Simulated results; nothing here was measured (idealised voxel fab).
The document below concerns the process module designated voxel trench capacitor.
FYI the section here is cut, 275 nm wide, cells are 5 nm squares.
Bands, listed from the top down, are how a cross-section gets written in this document; the cross-section itself is a grid of square cells, and a band is one or more rows of them.
Within each band entry, the heights of the top and of the bottom of the band appear first, in that order and in nm; the materials of the band then follow from left to right, each with its corresponding width in nm. The designation "everywhere" on a single material indicates that it fills the band from edge to edge; the designation "empty" indicates empty space.
A quick word on heights: they are counted from 0, and under that level the wafer as it came to us is one material throughout. The lowest band is different from the rest in having no bottom; it simply continues downward, written as in "from 0 down".
Width: "30 to 40" (first number = top row, second number = bottom row, same change from row to row of cells).
You'll sometimes find "nothing altered" written for a step, and that's the way of saying that nowhere in the cross-section did a cell change during that step.
Enclosed void list: empty space of 8 cells or more with no open way to the top, each as width x height at its distance from the left edge, in nm
It should be noted that, on the line of a given step, the content following the step's settings is a remark produced by the simulator itself with respect to that step.
overlay nm: mask offset rightward from planned place, masked step; negative means leftward offset.

These are the steps we planned for the process
1) RECEIVE,material Si
2) CONFORMAL_DEP,material SiN,thk nm 10
3) DIRECTIONAL_DEP,material aC,thk nm 10
4) PATTERN,tone open,mask id TRENCH,material resist,width nm 15,pitch nm 40,thk nm 25,overlay nm 0
5) DIRECTIONAL_ETCH,etch materials aC,depth nm 10
6) STRIP,etch materials resist
7) DIRECTIONAL_ETCH,etch materials SiN,depth nm 10
8) DIRECTIONAL_ETCH,etch materials Si,depth nm 30
9) STRIP,etch materials aC
10) CONFORMAL_DEP,material HfO2,thk nm 5
11) CONFORMAL_DEP,material TiN,thk nm 5
12) FILL_DEP,material W,thk nm 10
13) CMP,height nm 10
What sets these wafers apart? The width nm at step 4. They all start alike, and the plan carries the first wafer's value.

After step 1, as received: first of several wafers, cross-section
	from 0 down | Si everywhere
	Enclosed void list: none

Each row below is a wafer at the end of the module, listing for every material the number of cells it has gained (+) or lost (-) since it was received, followed by its closed voids
width nm 15, +34 HfO2, -36 Si, +98 SiN, +14 TiN, Enclosed void list: none
width nm 20, +36 HfO2, -48 Si, +94 SiN, +28 TiN, Enclosed void list: none
width nm 25, +38 HfO2, -60 Si, +90 SiN, +30 TiN, +12 W, Enclosed void list: none
